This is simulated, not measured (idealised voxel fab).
process module | voxel ribs on slabs
cross-section cut | 235 nm wide | cells 5 nm
A cross-section is a grid of square cells, given in bands from the top down. A band is one or more rows of cells.
Each band's line starts with the height of the band's top and of its bottom, in nm. Then come its materials from left to right, each with its width in nm. One material with "throughout" fills the band from edge to edge. "air" is empty space.
Height 0 is the level under which the wafer as received is all one material. The lowest band goes on downwards, as in "0 down".
A width such as "30 to 40" changes by the same amount from each row of cells to the next, from the band's top row to its bottom row.
"no change" after a step means that no cell of the cross-section changed.
closed voids: empty space of 8 cells or more with no open way to the top, each as width x height at its distance from the left edge, in nm
after a step's settings: what the simulator itself notes on the step
overlay nm, on a step with a mask: how far to the right of its planned place the mask lay; to the left if negative
plan
1 op RECEIVE | material Si
2 op DIRECTIONAL_DEP | material SiO2 | thk nm 25
3 op DIRECTIONAL_DEP | material polySi | thk nm 20
4 op MASKED_ETCH | tone cover | mask id RIB | width nm 20 | etch materials polySi | depth nm 5 | overlay nm 0
5 op MASKED_ETCH | tone cover | mask id SLAB | width nm 70 | etch materials polySi | depth nm 15 | overlay nm 0
6 op FILL_DEP | material SiO2 | thk nm 25
7 op CMP | height nm 65
8 op DIRECTIONAL_DEP | material TiN | thk nm 5
9 op PATTERN | tone cover | mask id HEATER | material resist | width nm 30 | thk nm 20 | overlay nm 0
10 op DIRECTIONAL_ETCH | etch materials TiN | depth nm 5
11 op STRIP | etch materials resist
12 op CONFORMAL_DEP | material SiO2 | thk nm 5
as received, after step 1
  0 down: Si throughout
  closed voids: none
first wafer at the end, as planned
  75 to 70: air 95 | SiO2 40 | air 100
  70 to 65: SiO2 100 | TiN 30 | SiO2 105
  65 to 45: SiO2 throughout
  45 to 40: SiO2 105 | polySi 20 | SiO2 110
  40 to 25: SiO2 80 | polySi 70 | SiO2 85
  25 to 0: SiO2 throughout
  0 down: Si throughout
  closed voids: none
second wafer at the end: like start, like plan, one mistake
  75 to 70: air 95 | SiO2 40 | air 100
  70 to 65: SiO2 100 | TiN 30 | SiO2 105
  65 to 20: SiO2 throughout
  20 to 0: polySi throughout
  0 down: Si throughout
  closed voids: none
what went wrong: steps 2 and 3 were swapped
at the end the second wafer has, in cells: 142 fewer of SiO2 | 142 more of polySi
